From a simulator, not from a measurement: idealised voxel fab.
process module | voxel ribs on slabs
cross-section cut | 200 nm wide | cells 5 nm
A cross-section is a grid of square cells, given in bands from the top down. A band is one or more rows of cells.
Each band's line starts with the height of the band's top and of its bottom, in nm. Then come its materials from left to right, each with its width in nm. One material with "throughout" fills the band from edge to edge. "air" is empty space.
Height 0 is the level under which the wafer as received is all one material. The lowest band goes on downwards, as in "0 down".
A width such as "30 to 40" changes by the same amount from each row of cells to the next, from the band's top row to its bottom row.
"no change" after a step means that no cell of the cross-section changed.
closed voids: empty space of 8 cells or more with no open way to the top, each as width x height at its distance from the left edge, in nm
after a step's settings: what the simulator itself notes on the step
overlay nm, on a step with a mask: how far to the right of its planned place the mask lay; to the left if negative
plan
1 op RECEIVE | material Si
2 op DIRECTIONAL_DEP | material SiO2 | thk nm 30
3 op DIRECTIONAL_DEP | material polySi | thk nm 15
4 op PATTERN | tone cover | mask id RIB | material resist | width nm 30 | thk nm 20 | overlay nm 0
5 op DIRECTIONAL_ETCH | etch materials polySi | depth nm 10
6 op STRIP | etch materials resist
7 op MASKED_ETCH | tone cover | mask id SLAB | width nm 80 | etch materials polySi | depth nm 5 | overlay nm 0
8 op FILL_DEP | material SiO2 | thk nm 30
9 op CMP | height nm 65
10 op DIRECTIONAL_DEP | material TiN | thk nm 10
11 op DIRECTIONAL_DEP | material aC | thk nm 15
12 op PATTERN | tone cover | mask id HEATER | material resist | width nm 40 | thk nm 30 | overlay nm 0
13 op DIRECTIONAL_ETCH | etch materials aC | depth nm 15
14 op STRIP | etch materials resist
15 op DIRECTIONAL_ETCH | etch materials TiN | depth nm 10
16 op STRIP | etch materials aC
17 op CONFORMAL_DEP | material SiO2 | thk nm 10
first wafer, as planned
as received, after step 1
  0 down: Si throughout
  closed voids: none
after step 2
  30 to 0: SiO2 throughout
  below 0: unchanged
after step 3
  45 to 30: polySi throughout
  below 30: unchanged
after step 4
  65 to 45: air 85 | resist 30 | air 85
  below 45: unchanged
after step 5
  65 to 45: air 85 | resist 30 | air 85
  45 to 35: air 85 | polySi 30 | air 85
  below 35: unchanged
after step 6
  45 to 35: air 85 | polySi 30 | air 85
  below 35: unchanged
after step 7
  45 to 35: air 85 | polySi 30 | air 85
  35 to 30: air 60 | polySi 80 | air 60
  below 30: unchanged
after step 8
  75 to 45: SiO2 throughout
  45 to 35: SiO2 85 | polySi 30 | SiO2 85
  35 to 30: SiO2 60 | polySi 80 | SiO2 60
  below 30: unchanged
after step 9
  65 to 45: SiO2 throughout
  below 45: unchanged
after step 10
  75 to 65: TiN throughout
  below 65: unchanged
after step 11
  90 to 75: aC throughout
  below 75: unchanged
after step 12
  120 to 90: air 80 | resist 40 | air 80
  below 90: unchanged
after step 13
  105 to 90: air 80 | resist 40 | air 80
  90 to 75: air 80 | aC 40 | air 80
  below 75: unchanged
after step 14
  90 to 75: air 80 | aC 40 | air 80
  below 75: unchanged
after step 15
  90 to 75: air 80 | aC 40 | air 80
  75 to 65: air 80 | TiN 40 | air 80
  below 65: unchanged
after step 16
  75 to 65: air 80 | TiN 40 | air 80
  below 65: unchanged
after step 17
  85 to 75: air 70 | SiO2 60 | air 70
  75 to 65: SiO2 80 | TiN 40 | SiO2 80
  below 65: unchanged
second wafer: like start, like plan, one mistake. Through step 1 it matches the first wafer
when step 2 should have ended
  60 to 0: SiO2 throughout
  below 0: unchanged
when step 3 should have ended
  75 to 60: polySi throughout
  below 60: unchanged
when step 4 should have ended
  95 to 75: air 85 | resist 30 | air 85
  below 75: unchanged
when step 5 should have ended
  95 to 75: air 85 | resist 30 | air 85
  75 to 65: air 85 | polySi 30 | air 85
  below 65: unchanged
when step 6 should have ended
  75 to 65: air 85 | polySi 30 | air 85
  below 65: unchanged
when step 7 should have ended
  75 to 65: air 85 | polySi 30 | air 85
  65 to 60: air 60 | polySi 80 | air 60
  below 60: unchanged
when step 8 should have ended
  105 to 75: SiO2 throughout
  75 to 65: SiO2 85 | polySi 30 | SiO2 85
  65 to 60: SiO2 60 | polySi 80 | SiO2 60
  below 60: unchanged
when step 9 should have ended
  65 to 60: SiO2 60 | polySi 80 | SiO2 60
  below 60: unchanged
when step 10 should have ended
  75 to 65: TiN throughout
  below 65: unchanged
when step 11 should have ended
  90 to 75: aC throughout
  below 75: unchanged
when step 12 should have ended
  120 to 90: air 80 | resist 40 | air 80
  below 90: unchanged
when step 13 should have ended
  105 to 90: air 80 | resist 40 | air 80
  90 to 75: air 80 | aC 40 | air 80
  below 75: unchanged
when step 14 should have ended
  90 to 75: air 80 | aC 40 | air 80
  below 75: unchanged
when step 15 should have ended
  90 to 75: air 80 | aC 40 | air 80
  75 to 65: air 80 | TiN 40 | air 80
  below 65: unchanged
when step 16 should have ended
  75 to 65: air 80 | TiN 40 | air 80
  below 65: unchanged
when step 17 should have ended
  85 to 75: air 70 | SiO2 60 | air 70
  75 to 65: SiO2 80 | TiN 40 | SiO2 80
  below 65: unchanged
what went wrong: step 2 was run twice
at the end the second wafer has, in cells: 12 more of SiO2 | 12 fewer of polySi
